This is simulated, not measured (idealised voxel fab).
This is a process module. Its name is voxel self aligned contacts.
Shown is cross-section cut, with a width of 270 nm and square cells of size 5 nm.
A cross-section is written here as square cells arranged in a grid, and it is given in bands from the top down, each band taking up one or more rows of cells.
Band entry format. Leading values: height of top, height of bottom, nm. Remainder: materials in left-to-right order, each with its width in nm. Special words: "full width" on a single material, which then fills the band edge to edge; "air", empty space.
Height is counted from the level 0, under which the received wafer is composed throughout of one material. The lowest of the bands is not closed at the bottom but continues downward, in the notation "0 and below".
Graded width ("30..40"): value in top row of band = first number; value in bottom row = second number; row-to-row change constant.
Key: "nothing got changed" - step with no changed cell in the cross-section.
The entry "Unvented voids" lists the empty spaces that cover at least 8 cells and have no open path to the top. Each is written as width x height at distance, where the distance is measured from the left edge and all three values are in nm.
On a step's line, text after the settings is the simulator commenting on that step.
"overlay nm" answers the question of how far to the right of plan the mask lay on a step that has a mask, and when it is negative the answer is to the left.
Read each pair as before and after one process step. The after cross-section shows only down to the lowest band that changed. The step between them and its settings are given below the pair. Pairs can come from different runs of this module on the same starting wafer. A pair continues from the pair above only where its "State before" entry says so.

[State before]
  60 down to 50 | SiO2 75, TiN 5..20, Ru 35..5, TiN 5..20, SiO2 25, TiN 5..20, Ru 35..5, TiN 5..20, SiO2 80
  50 down to 25 | SiO2 35, SiN 10, polySi 35, SiN 10, TiN 5, Ru 5, TiN 5, SiN 10, polySi 35, SiN 10, TiN 5, Ru 5, TiN 5, SiN 10, polySi 35, SiN 10, SiO2 40
  25 down to 20 | SiO2 35, SiN 10, polySi 35, SiN 10, TiN 15, SiN 10, polySi 35, SiN 10, TiN 15, SiN 10, polySi 35, SiN 10, SiO2 40
  20 down to 0 | SiN full width
  0 down to -5 | SiO2 full width
  -5 and below | Si full width
  Unvented voids: none

[Structure After Step]
  65 down to 60 | SiN full width
  No changes below 60.
  Unvented voids: none
Intermediate step for the cross-sections above: CONFORMAL_DEP,material SiN,thk nm 5

[State before]
  0 and below | Si full width
  Unvented voids: none

[Structure After Step]
  0 down to -10 | SiO2 full width
  No changes below -10.
  Unvented voids: none
Intermediate step for the cross-sections above: OXIDIZE,depth nm 10

State before: the after view from the pair directly above serves as the before view here.

[Structure After Step]
  30 down to 0 | polySi full width
  No changes below 0.
  Unvented voids: none
Intermediate step for the cross-sections above: DIRECTIONAL_DEP,material polySi,thk nm 30

State before: the after view from the pair directly above serves as the before view here.

[Structure After Step]
  50 down to 30 | SiN full width
  No changes below 30.
  Unvented voids: none
Intermediate step for the cross-sections above: DIRECTIONAL_DEP,material SiN,thk nm 20

State before: the after view from the pair directly above serves as the before view here.

[Structure After Step]
  60 down to 50 | aC full width
  No changes below 50.
  Unvented voids: none
Intermediate step for the cross-sections above: DIRECTIONAL_DEP,material aC,thk nm 10

State before: the after view from the pair directly above serves as the before view here.

[Structure After Step]
  85 down to 60 | air 45, resist 35, air 35, resist 35, air 35, resist 35, air 50
  No changes below 60.
  Unvented voids: none
Intermediate step for the cross-sections above: PATTERN,tone cover,mask id GATE,material resist,width nm 35,pitch nm 70,thk nm 25,overlay nm 0

State before: the after view from the pair directly above serves as the before view here.

[Structure After Step]
  75 down to 60 | air 45, resist 35, air 35, resist 35, air 35, resist 35, air 50
  60 down to 50 | air 45, aC 35, air 35, aC 35, air 35, aC 35, air 50
  No changes below 50.
  Unvented voids: none
Intermediate step for the cross-sections above: DIRECTIONAL_ETCH,etch materials aC,depth nm 10

State before: the after view from the pair directly above serves as the before view here.

[Structure After Step]
  60 down to 50 | air 45, aC 35, air 35, aC 35, air 35, aC 35, air 50
  No changes below 50.
  Unvented voids: none
Intermediate step for the cross-sections above: STRIP,etch materials resist

State before: the after view from the pair directly above serves as the before view here.

[Structure After Step]
  60 down to 50 | air 45, aC 35, air 35, aC 35, air 35, aC 35, air 50
  50 down to 30 | air 45, SiN 35, air 35, SiN 35, air 35, SiN 35, air 50
  No changes below 30.
  Unvented voids: none
Intermediate step for the cross-sections above: DIRECTIONAL_ETCH,etch materials SiN,depth nm 20

State before: the after view from the pair directly above serves as the before view here.

[Structure After Step]
  60 down to 50 | air 45, aC 35, air 35, aC 35, air 35, aC 35, air 50
  50 down to 30 | air 45, SiN 35, air 35, SiN 35, air 35, SiN 35, air 50
  30 down to 0 | air 45, polySi 35, air 35, polySi 35, air 35, polySi 35, air 50
  No changes below 0.
  Unvented voids: none
Intermediate step for the cross-sections above: DIRECTIONAL_ETCH,etch materials polySi,depth nm 30

State before: the after view from the pair directly above serves as the before view here.

[Structure After Step]
  50 down to 30 | air 45, SiN 35, air 35, SiN 35, air 35, SiN 35, air 50
  No changes below 30.
  Unvented voids: none
Intermediate step for the cross-sections above: STRIP,etch materials aC

State before: the after view from the pair directly above serves as the before view here.

[Structure After Step]
  60 down to 30 | air 35, SiN 55, air 15, SiN 55, air 15, SiN 55, air 40
  30 down to 10 | air 35, SiN 10, polySi 35, SiN 10, air 15, SiN 10, polySi 35, SiN 10, air 15, SiN 10, polySi 35, SiN 10, air 40
  10 down to 0 | SiN 45, polySi 35, SiN 35, polySi 35, SiN 35, polySi 35, SiN 50
  No changes below 0.
  Unvented voids: none
Intermediate step for the cross-sections above: CONFORMAL_DEP,material SiN,thk nm 10

State before: the after view from the pair directly above serves as the before view here.

[Structure After Step]
  50 down to 30 | air 35, SiN 55, air 15, SiN 55, air 15, SiN 55, air 40
  30 down to 0 | air 35, SiN 10, polySi 35, SiN 10, air 15, SiN 10, polySi 35, SiN 10, air 15, SiN 10, polySi 35, SiN 10, air 40
  No changes below 0.
  Unvented voids: none
Intermediate step for the cross-sections above: DIRECTIONAL_ETCH,etch materials SiN,depth nm 10

State before: the after view from the pair directly above serves as the before view here.

[Structure After Step]
  65 down to 50 | SiO2 full width
  50 down to 30 | SiO2 35, SiN 55, SiO2 15, SiN 55, SiO2 15, SiN 55, SiO2 40
  30 down to 0 | SiO2 35, SiN 10, polySi 35, SiN 10, SiO2 15, SiN 10, polySi 35, SiN 10, SiO2 15, SiN 10, polySi 35, SiN 10, SiO2 40
  No changes below 0.
  Unvented voids: none
Intermediate step for the cross-sections above: FILL_DEP,material SiO2,thk nm 15

State before: the after view from the pair directly above serves as the before view here.

[Structure After Step]
  60 down to 50 | SiO2 full width
  No changes below 50.
  Unvented voids: none
Intermediate step for the cross-sections above: CMP,height nm 60

State before: the after view from the pair directly above serves as the before view here.

[Structure After Step]
  75 down to 60 | resist 75, air 45, resist 25, air 45, resist 80
  No changes below 60.
  Unvented voids: none
Intermediate step for the cross-sections above: PATTERN,tone open,mask id CONTACT,material resist,width nm 45,pitch nm 70,thk nm 15,overlay nm 0

State before: the after view from the pair directly above serves as the before view here.

[Structure After Step]
  75 down to 60 | resist 75, air 45, resist 25, air 45, resist 80
  60 down to 50 | SiO2 75, air 45, SiO2 25, air 45, SiO2 80
  50 down to 30 | SiO2 35, SiN 55, air 15, SiN 55, air 15, SiN 55, SiO2 40
  30 down to 0 | SiO2 35, SiN 10, polySi 35, SiN 10, air 15, SiN 10, polySi 35, SiN 10, air 15, SiN 10, polySi 35, SiN 10, SiO2 40
  0 down to -5 | SiO2 90, air 15, SiO2 55, air 15, SiO2 95
  No changes below -5.
  Unvented voids: none
Intermediate step for the cross-sections above: DIRECTIONAL_ETCH,etch materials SiO2,depth nm 65

State before: the after view from the pair directly above serves as the before view here.

[Structure After Step]
  60 down to 50 | SiO2 75, air 45, SiO2 25, air 45, SiO2 80
  No changes below 50.
  Unvented voids: none
Intermediate step for the cross-sections above: STRIP,etch materials resist

State before: the after view from the pair directly above serves as the before view here.

[Structure After Step]
  65 down to 60 | TiN 80, air 35, TiN 35, air 35, TiN 85
  60 down to 50 | SiO2 75, TiN 5..20, air 35..5, TiN 5..20, SiO2 25, TiN 5..20, air 35..5, TiN 5..20, SiO2 80
  50 down to 30 | SiO2 35, SiN 55, TiN 5, air 5, TiN 5, SiN 55, TiN 5, air 5, TiN 5, SiN 55, SiO2 40
  30 down to 0 | SiO2 35, SiN 10, polySi 35, SiN 10, TiN 5, air 5, TiN 5, SiN 10, polySi 35, SiN 10, TiN 5, air 5, TiN 5, SiN 10, polySi 35, SiN 10, SiO2 40
  0 down to -5 | SiO2 90, TiN 15, SiO2 55, TiN 15, SiO2 95
  No changes below -5.
  Unvented voids: none
Intermediate step for the cross-sections above: CONFORMAL_DEP,material TiN,thk nm 5

State before: the after view from the pair directly above serves as the before view here.

[Structure After Step]
  70 down to 65 | Ru full width
  65 down to 60 | TiN 80, Ru 35, TiN 35, Ru 35, TiN 85
  60 down to 50 | SiO2 75, TiN 5..20, Ru 35..5, TiN 5..20, SiO2 25, TiN 5..20, Ru 35..5, TiN 5..20, SiO2 80
  50 down to 30 | SiO2 35, SiN 55, TiN 5, Ru 5, TiN 5, SiN 55, TiN 5, Ru 5, TiN 5, SiN 55, SiO2 40
  30 down to 0 | SiO2 35, SiN 10, polySi 35, SiN 10, TiN 5, Ru 5, TiN 5, SiN 10, polySi 35, SiN 10, TiN 5, Ru 5, TiN 5, SiN 10, polySi 35, SiN 10, SiO2 40
  No changes below 0.
  Unvented voids: none
Intermediate step for the cross-sections above: FILL_DEP,material Ru,thk nm 5

State before: the after view from the pair directly above serves as the before view here.

[Structure After Step]
  60 down to 50 | SiO2 75, TiN 5..20, Ru 35..5, TiN 5..20, SiO2 25, TiN 5..20, Ru 35..5, TiN 5..20, SiO2 80
  No changes below 50.
  Unvented voids: none
Intermediate step for the cross-sections above: CMP,height nm 60

State before: the after view from the pair directly above serves as the before view here.

[Structure After Step]
  65 down to 60 | SiN full width
  No changes below 60.
  Unvented voids: none
Intermediate step for the cross-sections above: CONFORMAL_DEP,material SiN,thk nm 5

[State before]
  60 down to 50 | aC full width
  50 down to 30 | SiN full width
  30 down to 0 | polySi full width
  0 down to -5 | SiO2 full width
  -5 and below | Si full width
  Unvented voids: none

[Structure After Step]
  85 down to 60 | air 50, resist 25, air 45, resist 25, air 45, resist 25, air 55
  No changes below 60.
  Unvented voids: none
Intermediate step for the cross-sections above: PATTERN,tone cover,mask id GATE,material resist,width nm 25,pitch nm 70,thk nm 25,overlay nm 0

State before: the after view from the pair directly above serves as the before view here.

[Structure After Step]
  75 down to 60 | air 50, resist 25, air 45, resist 25, air 45, resist 25, air 55
  60 down to 50 | air 50, aC 25, air 45, aC 25, air 45, aC 25, air 55
  No changes below 50.
  Unvented voids: none
Intermediate step for the cross-sections above: DIRECTIONAL_ETCH,etch materials aC,depth nm 10

State before: the after view from the pair directly above serves as the before view here.

[Structure After Step]
  60 down to 50 | air 50, aC 25, air 45, aC 25, air 45, aC 25, air 55
  No changes below 50.
  Unvented voids: none
Intermediate step for the cross-sections above: STRIP,etch materials resist

State before: the after view from the pair directly above serves as the before view here.

[Structure After Step]
  60 down to 50 | air 50, aC 25, air 45, aC 25, air 45, aC 25, air 55
  50 down to 30 | air 50, SiN 25, air 45, SiN 25, air 45, SiN 25, air 55
  No changes below 30.
  Unvented voids: none
Intermediate step for the cross-sections above: DIRECTIONAL_ETCH,etch materials SiN,depth nm 20

State before: the after view from the pair directly above serves as the before view here.

[Structure After Step]
  60 down to 50 | air 50, aC 25, air 45, aC 25, air 45, aC 25, air 55
  50 down to 30 | air 50, SiN 25, air 45, SiN 25, air 45, SiN 25, air 55
  30 down to 0 | air 50, polySi 25, air 45, polySi 25, air 45, polySi 25, air 55
  No changes below 0.
  Unvented voids: none
Intermediate step for the cross-sections above: DIRECTIONAL_ETCH,etch materials polySi,depth nm 30

State before: the after view from the pair directly above serves as the before view here.

[Structure After Step]
  50 down to 30 | air 50, SiN 25, air 45, SiN 25, air 45, SiN 25, air 55
  No changes below 30.
  Unvented voids: none
Intermediate step for the cross-sections above: STRIP,etch materials aC

State before: the after view from the pair directly above serves as the before view here.

[Structure After Step]
  60 down to 30 | air 40, SiN 45, air 25, SiN 45, air 25, SiN 45, air 45
  30 down to 10 | air 40, SiN 10, polySi 25, SiN 10, air 25, SiN 10, polySi 25, SiN 10, air 25, SiN 10, polySi 25, SiN 10, air 45
  10 down to 0 | SiN 50, polySi 25, SiN 45, polySi 25, SiN 45, polySi 25, SiN 55
  No changes below 0.
  Unvented voids: none
Intermediate step for the cross-sections above: CONFORMAL_DEP,material SiN,thk nm 10

State before: the after view from the pair directly above serves as the before view here.

[Structure After Step]
  50 down to 30 | air 40, SiN 45, air 25, SiN 45, air 25, SiN 45, air 45
  30 down to 0 | air 40, SiN 10, polySi 25, SiN 10, air 25, SiN 10, polySi 25, SiN 10, air 25, SiN 10, polySi 25, SiN 10, air 45
  No changes below 0.
  Unvented voids: none
Intermediate step for the cross-sections above: DIRECTIONAL_ETCH,etch materials SiN,depth nm 10

State before: the after view from the pair directly above serves as the before view here.

[Structure After Step]
  65 down to 50 | SiO2 full width
  50 down to 30 | SiO2 40, SiN 45, SiO2 25, SiN 45, SiO2 25, SiN 45, SiO2 45
  30 down to 0 | SiO2 40, SiN 10, polySi 25, SiN 10, SiO2 25, SiN 10, polySi 25, SiN 10, SiO2 25, SiN 10, polySi 25, SiN 10, SiO2 45
  No changes below 0.
  Unvented voids: none
Intermediate step for the cross-sections above: FILL_DEP,material SiO2,thk nm 15

State before: the after view from the pair directly above serves as the before view here.

[Structure After Step]
  60 down to 50 | SiO2 full width
  No changes below 50.
  Unvented voids: none
Intermediate step for the cross-sections above: CMP,height nm 60

State before: the after view from the pair directly above serves as the before view here.

[Structure After Step]
  75 down to 60 | resist 75, air 45, resist 25, air 45, resist 80
  No changes below 60.
  Unvented voids: none
Intermediate step for the cross-sections above: PATTERN,tone open,mask id CONTACT,material resist,width nm 45,pitch nm 70,thk nm 15,overlay nm 0

State before: the after view from the pair directly above serves as the before view here.

[Structure After Step]
  75 down to 60 | resist 75, air 45, resist 25, air 45, resist 80
  60 down to 50 | SiO2 75, air 45, SiO2 25, air 45, SiO2 80
  50 down to 30 | SiO2 40, SiN 45, air 25, SiN 45, air 25, SiN 45, SiO2 45
  30 down to 0 | SiO2 40, SiN 10, polySi 25, SiN 10, air 25, SiN 10, polySi 25, SiN 10, air 25, SiN 10, polySi 25, SiN 10, SiO2 45
  0 down to -5 | SiO2 85, air 25, SiO2 45, air 25, SiO2 90
  No changes below -5.
  Unvented voids: none
Intermediate step for the cross-sections above: DIRECTIONAL_ETCH,etch materials SiO2,depth nm 65

State before: the after view from the pair directly above serves as the before view here.

[Structure After Step]
  60 down to 50 | SiO2 75, air 45, SiO2 25, air 45, SiO2 80
  No changes below 50.
  Unvented voids: none
Intermediate step for the cross-sections above: STRIP,etch materials resist

State before: the after view from the pair directly above serves as the before view here.

[Structure After Step]
  65 down to 60 | TiN 80, air 35, TiN 35, air 35, TiN 85
  60 down to 50 | SiO2 75, TiN 5..15, air 35..15, TiN 5..15, SiO2 25, TiN 5..15, air 35..15, TiN 5..15, SiO2 80
  50 down to 30 | SiO2 40, SiN 45, TiN 5, air 15, TiN 5, SiN 45, TiN 5, air 15, TiN 5, SiN 45, SiO2 45
  30 down to 0 | SiO2 40, SiN 10, polySi 25, SiN 10, TiN 5, air 15, TiN 5, SiN 10, polySi 25, SiN 10, TiN 5, air 15, TiN 5, SiN 10, polySi 25, SiN 10, SiO2 45
  0 down to -5 | SiO2 85, TiN 25, SiO2 45, TiN 25, SiO2 90
  No changes below -5.
  Unvented voids: none
Intermediate step for the cross-sections above: CONFORMAL_DEP,material TiN,thk nm 5

State before: the after view from the pair directly above serves as the before view here.

[Structure After Step]
  70 down to 65 | Ru full width
  65 down to 60 | TiN 80, Ru 35, TiN 35, Ru 35, TiN 85
  60 down to 50 | SiO2 75, TiN 5..15, Ru 35..15, TiN 5..15, SiO2 25, TiN 5..15, Ru 35..15, TiN 5..15, SiO2 80
  50 down to 30 | SiO2 40, SiN 45, TiN 5, Ru 15, TiN 5, SiN 45, TiN 5, Ru 15, TiN 5, SiN 45, SiO2 45
  30 down to 0 | SiO2 40, SiN 10, polySi 25, SiN 10, TiN 5, Ru 15, TiN 5, SiN 10, polySi 25, SiN 10, TiN 5, Ru 15, TiN 5, SiN 10, polySi 25, SiN 10, SiO2 45
  No changes below 0.
  Unvented voids: none
Intermediate step for the cross-sections above: FILL_DEP,material Ru,thk nm 5

State before: the after view from the pair directly above serves as the before view here.

[Structure After Step]
  60 down to 50 | SiO2 75, TiN 5..15, Ru 35..15, TiN 5..15, SiO2 25, TiN 5..15, Ru 35..15, TiN 5..15, SiO2 80
  No changes below 50.
  Unvented voids: none
Intermediate step for the cross-sections above: CMP,height nm 60

State before: the after view from the pair directly above serves as the before view here.

[Structure After Step]
  65 down to 60 | SiN full width
  No changes below 60.
  Unvented voids: none
Intermediate step for the cross-sections above: CONFORMAL_DEP,material SiN,thk nm 5

[State before]
  60 down to 50 | SiO2 full width
  50 down to 30 | SiO2 35, SiN 55, SiO2 15, SiN 55, SiO2 15, SiN 55, SiO2 40
  30 down to 0 | SiO2 35, SiN 10, polySi 35, SiN 10, SiO2 15, SiN 10, polySi 35, SiN 10, SiO2 15, SiN 10, polySi 35, SiN 10, SiO2 40
  0 down to -5 | SiO2 full width
  -5 and below | Si full width
  Unvented voids: none

[Structure After Step]
  75 down to 60 | resist 65, air 45, resist 25, air 45, resist 90
  No changes below 60.
  Unvented voids: none
Intermediate step for the cross-sections above: PATTERN,tone open,mask id CONTACT,material resist,width nm 45,pitch nm 70,thk nm 15,overlay nm -10

State before: the after view from the pair directly above serves as the before view here.

[Structure After Step]
  75 down to 60 | resist 65, air 45, resist 25, air 45, resist 90
  60 down to 50 | SiO2 65, air 45, SiO2 25, air 45, SiO2 90
  50 down to 30 | SiO2 35, SiN 55, air 15, SiN 55, air 15, SiN 55, SiO2 40
  30 down to 0 | SiO2 35, SiN 10, polySi 35, SiN 10, air 15, SiN 10, polySi 35, SiN 10, air 15, SiN 10, polySi 35, SiN 10, SiO2 40
  0 down to -5 | SiO2 90, air 15, SiO2 55, air 15, SiO2 95
  No changes below -5.
  Unvented voids: none
Intermediate step for the cross-sections above: DIRECTIONAL_ETCH,etch materials SiO2,depth nm 65

State before: the after view from the pair directly above serves as the before view here.

[Structure After Step]
  60 down to 50 | SiO2 65, air 45, SiO2 25, air 45, SiO2 90
  No changes below 50.
  Unvented voids: none
Intermediate step for the cross-sections above: STRIP,etch materials resist

State before: the after view from the pair directly above serves as the before view here.

[Structure After Step]
  65 down to 60 | TiN 70, air 35, TiN 35, air 35, TiN 95
  60 down to 50 | SiO2 65, TiN 5..30, air 35..5, TiN 5..10, SiO2 25, TiN 5..30, air 35..5, TiN 5..10, SiO2 90
  50 down to 30 | SiO2 35, SiN 55, TiN 5, air 5, TiN 5, SiN 55, TiN 5, air 5, TiN 5, SiN 55, SiO2 40
  30 down to 0 | SiO2 35, SiN 10, polySi 35, SiN 10, TiN 5, air 5, TiN 5, SiN 10, polySi 35, SiN 10, TiN 5, air 5, TiN 5, SiN 10, polySi 35, SiN 10, SiO2 40
  0 down to -5 | SiO2 90, TiN 15, SiO2 55, TiN 15, SiO2 95
  No changes below -5.
  Unvented voids: none
Intermediate step for the cross-sections above: CONFORMAL_DEP,material TiN,thk nm 5

State before: the after view from the pair directly above serves as the before view here.

[Structure After Step]
  70 down to 65 | Ru full width
  65 down to 60 | TiN 70, Ru 35, TiN 35, Ru 35, TiN 95
  60 down to 50 | SiO2 65, TiN 5..30, Ru 35..5, TiN 5..10, SiO2 25, TiN 5..30, Ru 35..5, TiN 5..10, SiO2 90
  50 down to 30 | SiO2 35, SiN 55, TiN 5, Ru 5, TiN 5, SiN 55, TiN 5, Ru 5, TiN 5, SiN 55, SiO2 40
  30 down to 0 | SiO2 35, SiN 10, polySi 35, SiN 10, TiN 5, Ru 5, TiN 5, SiN 10, polySi 35, SiN 10, TiN 5, Ru 5, TiN 5, SiN 10, polySi 35, SiN 10, SiO2 40
  No changes below 0.
  Unvented voids: none
Intermediate step for the cross-sections above: FILL_DEP,material Ru,thk nm 5

State before: the after view from the pair directly above serves as the before view here.

[Structure After Step]
  60 down to 50 | SiO2 65, TiN 5..30, Ru 35..5, TiN 5..10, SiO2 25, TiN 5..30, Ru 35..5, TiN 5..10, SiO2 90
  No changes below 50.
  Unvented voids: none
Intermediate step for the cross-sections above: CMP,height nm 60

State before: the after view from the pair directly above serves as the before view here.

[Structure After Step]
  65 down to 60 | SiN full width
  No changes below 60.
  Unvented voids: none
Intermediate step for the cross-sections above: CONFORMAL_DEP,material SiN,thk nm 5

[State before]
  50 down to 30 | air 45, SiN 35, air 35, SiN 35, air 35, SiN 35, air 50
  30 down to 0 | air 45, polySi 35, air 35, polySi 35, air 35, polySi 35, air 50
  0 down to -5 | SiO2 full width
  -5 and below | Si full width
  Unvented voids: none

[Structure After Step]
  60 down to 50 | air 35, TiN 55, air 15, TiN 55, air 15, TiN 55, air 40
  50 down to 30 | air 35, TiN 10, SiN 35, TiN 10, air 15, TiN 10, SiN 35, TiN 10, air 15, TiN 10, SiN 35, TiN 10, air 40
  30 down to 10 | air 35, TiN 10, polySi 35, TiN 10, air 15, TiN 10, polySi 35, TiN 10, air 15, TiN 10, polySi 35, TiN 10, air 40
  10 down to 0 | TiN 45, polySi 35, TiN 35, polySi 35, TiN 35, polySi 35, TiN 50
  No changes below 0.
  Unvented voids: none
Intermediate step for the cross-sections above: CONFORMAL_DEP,material TiN,thk nm 10

State before: the after view from the pair directly above serves as the before view here.

[Structure After Step]
  75 down to 60 | SiO2 full width
  60 down to 50 | SiO2 35, TiN 55, SiO2 15, TiN 55, SiO2 15, TiN 55, SiO2 40
  50 down to 30 | SiO2 35, TiN 10, SiN 35, TiN 10, SiO2 15, TiN 10, SiN 35, TiN 10, SiO2 15, TiN 10, SiN 35, TiN 10, SiO2 40
  30 down to 10 | SiO2 35, TiN 10, polySi 35, TiN 10, SiO2 15, TiN 10, polySi 35, TiN 10, SiO2 15, TiN 10, polySi 35, TiN 10, SiO2 40
  No changes below 10.
  Unvented voids: none
Intermediate step for the cross-sections above: FILL_DEP,material SiO2,thk nm 15

State before: the after view from the pair directly above serves as the before view here.

[Structure After Step]
  60 down to 50 | SiO2 35, TiN 55, SiO2 15, TiN 55, SiO2 15, TiN 55, SiO2 40
  No changes below 50.
  Unvented voids: none
Intermediate step for the cross-sections above: CMP,height nm 60

State before: the after view from the pair directly above serves as the before view here.

[Structure After Step]
  75 down to 60 | resist 75, air 45, resist 25, air 45, resist 80
  No changes below 60.
  Unvented voids: none
Intermediate step for the cross-sections above: PATTERN,tone open,mask id CONTACT,material resist,width nm 45,pitch nm 70,thk nm 15,overlay nm 0

State before: the after view from the pair directly above serves as the before view here.

[Structure After Step]
  75 down to 60 | resist 75, air 45, resist 25, air 45, resist 80
  60 down to 50 | SiO2 35, TiN 55, air 15, TiN 55, air 15, TiN 55, SiO2 40
  50 down to 30 | SiO2 35, TiN 10, SiN 35, TiN 10, air 15, TiN 10, SiN 35, TiN 10, air 15, TiN 10, SiN 35, TiN 10, SiO2 40
  30 down to 10 | SiO2 35, TiN 10, polySi 35, TiN 10, air 15, TiN 10, polySi 35, TiN 10, air 15, TiN 10, polySi 35, TiN 10, SiO2 40
  No changes below 10.
  Unvented voids: none
Intermediate step for the cross-sections above: DIRECTIONAL_ETCH,etch materials SiO2,depth nm 65

State before: the after view from the pair directly above serves as the before view here.

[Structure After Step]
  60 down to 50 | SiO2 35, TiN 55, air 15, TiN 55, air 15, TiN 55, SiO2 40
  No changes below 50.
  Unvented voids: none
Intermediate step for the cross-sections above: STRIP,etch materials resist

State before: the after view from the pair directly above serves as the before view here.

[Structure After Step]
  65 down to 60 | TiN 95, air 5, TiN 65, air 5, TiN 100
  60 down to 50 | SiO2 35, TiN 60, air 5, TiN 65, air 5, TiN 60, SiO2 40
  50 down to 30 | SiO2 35, TiN 10, SiN 35, TiN 15, air 5, TiN 15, SiN 35, TiN 15, air 5, TiN 15, SiN 35, TiN 10, SiO2 40
  30 down to 15 | SiO2 35, TiN 10, polySi 35, TiN 15, air 5, TiN 15, polySi 35, TiN 15, air 5, TiN 15, polySi 35, TiN 10, SiO2 40
  15 down to 10 | SiO2 35, TiN 10, polySi 35, TiN 35, polySi 35, TiN 35, polySi 35, TiN 10, SiO2 40
  No changes below 10.
  Unvented voids: none
Intermediate step for the cross-sections above: CONFORMAL_DEP,material TiN,thk nm 5

State before: the after view from the pair directly above serves as the before view here.

[Structure After Step]
  70 down to 65 | Ru full width
  65 down to 60 | TiN 95, Ru 5, TiN 65, Ru 5, TiN 100
  60 down to 50 | SiO2 35, TiN 60, Ru 5, TiN 65, Ru 5, TiN 60, SiO2 40
  50 down to 30 | SiO2 35, TiN 10, SiN 35, TiN 15, Ru 5, TiN 15, SiN 35, TiN 15, Ru 5, TiN 15, SiN 35, TiN 10, SiO2 40
  30 down to 15 | SiO2 35, TiN 10, polySi 35, TiN 15, Ru 5, TiN 15, polySi 35, TiN 15, Ru 5, TiN 15, polySi 35, TiN 10, SiO2 40
  No changes below 15.
  Unvented voids: none
Intermediate step for the cross-sections above: FILL_DEP,material Ru,thk nm 5

State before: the after view from the pair directly above serves as the before view here.

[Structure After Step]
  60 down to 50 | SiO2 35, TiN 60, Ru 5, TiN 65, Ru 5, TiN 60, SiO2 40
  No changes below 50.
  Unvented voids: none
Intermediate step for the cross-sections above: CMP,height nm 60

State before: the after view from the pair directly above serves as the before view here.

[Structure After Step]
  65 down to 60 | SiN full width
  No changes below 60.
  Unvented voids: none
Intermediate step for the cross-sections above: CONFORMAL_DEP,material SiN,thk nm 5

[State before]
  60 down to 50 | SiO2 full width
  50 down to 30 | SiO2 35, SiN 55, SiO2 15, SiN 55, SiO2 15, SiN 55, SiO2 40
  30 down to 0 | SiO2 35, SiN 10, polySi 35, SiN 10, SiO2 15, SiN 10, polySi 35, SiN 10, SiO2 15, SiN 10, polySi 35, SiN 10, SiO2 40
  0 down to -5 | SiO2 full width
  -5 and below | Si full width
  Unvented voids: none

[Structure After Step]
  75 down to 60 | air 75, resist 45, air 25, resist 45, air 80
  No changes below 60.
  Unvented voids: none
Intermediate step for the cross-sections above: PATTERN,tone cover,mask id CONTACT,material resist,width nm 45,pitch nm 70,thk nm 15,overlay nm 0

State before: the after view from the pair directly above serves as the before view here.

[Structure After Step]
  75 down to 60 | air 75, resist 45, air 25, resist 45, air 80
  60 down to 50 | air 75, SiO2 45, air 25, SiO2 45, air 80
  50 down to 30 | air 35, SiN 55, SiO2 15, SiN 55, SiO2 15, SiN 55, air 40
  30 down to 0 | air 35, SiN 10, polySi 35, SiN 10, SiO2 15, SiN 10, polySi 35, SiN 10, SiO2 15, SiN 10, polySi 35, SiN 10, air 40
  0 down to -5 | air 35, SiO2 195, air 40
  No changes below -5.
  Unvented voids: none
Intermediate step for the cross-sections above: DIRECTIONAL_ETCH,etch materials SiO2,depth nm 65

State before: the after view from the pair directly above serves as the before view here.

[Structure After Step]
  60 down to 50 | air 75, SiO2 45, air 25, SiO2 45, air 80
  No changes below 50.
  Unvented voids: none
Intermediate step for the cross-sections above: STRIP,etch materials resist

State before: the after view from the pair directly above serves as the before view here.

[Structure After Step]
  65 down to 60 | air 70, TiN 55, air 15, TiN 55, air 75
  60 down to 55 | air 70, TiN 5, SiO2 45, TiN 5, air 15, TiN 5, SiO2 45, TiN 5, air 75
  55 down to 50 | air 30, TiN 45, SiO2 45, TiN 25, SiO2 45, TiN 45, air 35
  50 down to 30 | air 30, TiN 5, SiN 55, SiO2 15, SiN 55, SiO2 15, SiN 55, TiN 5, air 35
  30 down to 0 | air 30, TiN 5, SiN 10, polySi 35, SiN 10, SiO2 15, SiN 10, polySi 35, SiN 10, SiO2 15, SiN 10, polySi 35, SiN 10, TiN 5, air 35
  0 down to -5 | TiN 35, SiO2 195, TiN 40
  No changes below -5.
  Unvented voids: none
Intermediate step for the cross-sections above: CONFORMAL_DEP,material TiN,thk nm 5

State before: the after view from the pair directly above serves as the before view here.

[Structure After Step]
  70 down to 65 | Ru full width
  65 down to 60 | Ru 70, TiN 55, Ru 15, TiN 55, Ru 75
  60 down to 55 | Ru 70, TiN 5, SiO2 45, TiN 5, Ru 15, TiN 5, SiO2 45, TiN 5, Ru 75
  55 down to 50 | Ru 30, TiN 45, SiO2 45, TiN 25, SiO2 45, TiN 45, Ru 35
  50 down to 30 | Ru 30, TiN 5, SiN 55, SiO2 15, SiN 55, SiO2 15, SiN 55, TiN 5, Ru 35
  30 down to 0 | Ru 30, TiN 5, SiN 10, polySi 35, SiN 10, SiO2 15, SiN 10, polySi 35, SiN 10, SiO2 15, SiN 10, polySi 35, SiN 10, TiN 5, Ru 35
  No changes below 0.
  Unvented voids: none
Intermediate step for the cross-sections above: FILL_DEP,material Ru,thk nm 5

State before: the after view from the pair directly above serves as the before view here.

[Structure After Step]
  60 down to 55 | Ru 70, TiN 5, SiO2 45, TiN 5, Ru 15, TiN 5, SiO2 45, TiN 5, Ru 75
  No changes below 55.
  Unvented voids: none
Intermediate step for the cross-sections above: CMP,height nm 60

State before: the after view from the pair directly above serves as the before view here.

[Structure After Step]
  65 down to 60 | SiN full width
  No changes below 60.
  Unvented voids: none
Intermediate step for the cross-sections above: CONFORMAL_DEP,material SiN,thk nm 5
